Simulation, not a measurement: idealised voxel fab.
Title: Process Module voxel air gaps
Cross-sectional view cut (width: 300 nm; square cell size: 5 nm).
Cross-section spec: square-cell grid; bands listed top down; each band is one or more rows. In this notation a band is specified by the heights of its top and bottom, in that order and in nm, after which its materials appear from left to right, each paired with its width in nm. The word "throughout" attached to a single material means that material fills the band from edge to edge; the word "empty" stands for empty space. Beneath 0, the wafer as received is one material, and that level is where height counting begins. The lowest band goes on downward without a bottom; it is written like "0 -> down". A two-number width, for instance "30..40", indicates that the width is equal to the first number in the top row of the band and to the second number in the bottom row, and that it changes by a constant amount per row of cells. Basically "same as before" means that step didn't change any cell in the cross-section. "Enclosed cavity list" - sealed voids, min. 8 cells, no opening to top; format: width x height at distance (distance from left edge; nm throughout). What comes after the settings on a step's line is commentary from the simulator itself on that step. When a step includes a mask, the "overlay nm" setting on its line states how far to the right of its planned place that mask lay, and negative values state how far to the left.
The planned process steps are enumerated hereunder
1 RECEIVE: material Si
2 CONFORMAL_DEP: material SiO2, thk nm 10
3 CONFORMAL_DEP: material SiN, thk nm 5
4 DIRECTIONAL_DEP: material SiO2, thk nm 40
5 MASKED_ETCH: tone open, mask id LINES, width nm 20, pitch nm 45, etch materials SiO2, depth nm 40, overlay nm 0
6 CONFORMAL_DEP: material TiN, thk nm 5
7 FILL_DEP: material W, thk nm 10
8 CMP: height nm 55
9 EPI: material Ru, thk nm 10
10 SELECTIVE_ETCH: etch materials SiO2, depth nm 50
11 CONFORMAL_DEP: material SiN, thk nm 5
Wafer cross-section on receipt, i.e. after step 1
> 0 -> down  Si throughout
> Enclosed cavity list: none
First of two wafers at the end of the module, shown in cross-section; run carried out as planned
> 70 -> 65  empty (55)  SiN (185)  empty (60)
> 65 -> 55  empty (55)  SiN (5)  Ru (40)  SiN (5)  Ru (40)  SiN (5)  Ru (40)  SiN (5)  Ru (40)  SiN (5)  empty (60)
> 55 -> 50  empty (55)  SiN (15)  TiN (5)  W (10)  TiN (5)  SiN (25)  TiN (5)  W (10)  TiN (5)  SiN (25)  TiN (5)  W (10)  TiN (5)  SiN (25)  TiN (5)  W (10)  TiN (5)  SiN (15)  empty (60)
> 50 -> 20  empty (65)  SiN (5)  TiN (5)  W (10)  TiN (5)  SiN (5)  empty (15)  SiN (5)  TiN (5)  W (10)  TiN (5)  SiN (5)  empty (15)  SiN (5)  TiN (5)  W (10)  TiN (5)  SiN (5)  empty (15)  SiN (5)  TiN (5)  W (10)  TiN (5)  SiN (5)  empty (70)
> 20 -> 15  SiN (70)  TiN (20)  SiN (25)  TiN (20)  SiN (25)  TiN (20)  SiN (25)  TiN (20)  SiN (75)
> 15 -> 10  SiN throughout
> 10 -> 0  SiO2 throughout
> 0 -> down  Si throughout
> Enclosed cavity list: 15 x 30 at 95; 15 x 30 at 140; 15 x 30 at 185
Second wafer of the two, sectioned at the end of the module. It began like the first and followed the same plan, but one mistake was made while running it
> 60 -> 55  empty (55)  SiN (185)  empty (60)
> 55 -> 45  empty (55)  SiN (5)  Ru (40)  SiN (5)  Ru (40)  SiN (5)  Ru (40)  SiN (5)  Ru (40)  SiN (5)  empty (60)
> 45 -> 40  empty (55)  SiN (15)  TiN (5)  W (10)  TiN (5)  SiN (25)  TiN (5)  W (10)  TiN (5)  SiN (25)  TiN (5)  W (10)  TiN (5)  SiN (25)  TiN (5)  W (10)  TiN (5)  SiN (15)  empty (60)
> 40 -> 20  empty (65)  SiN (5)  TiN (5)  W (10)  TiN (5)  SiN (5)  empty (15)  SiN (5)  TiN (5)  W (10)  TiN (5)  SiN (5)  empty (15)  SiN (5)  TiN (5)  W (10)  TiN (5)  SiN (5)  empty (15)  SiN (5)  TiN (5)  W (10)  TiN (5)  SiN (5)  empty (70)
> 20 -> 15  SiN (70)  TiN (20)  SiN (25)  TiN (20)  SiN (25)  TiN (20)  SiN (25)  TiN (20)  SiN (75)
> 15 -> 10  SiN throughout
> 10 -> 0  SiO2 throughout
> 0 -> down  Si throughout
> Enclosed cavity list: 15 x 20 at 95; 15 x 20 at 140; 15 x 20 at 185
Diagnosis: step 8 changed vs plan, executed as CMP: height nm 45
Per the end-of-run cell counts, the second wafer holds more or fewer of some materials than the first: SiN: 16 fewer; TiN: 16 fewer; W: 16 fewer
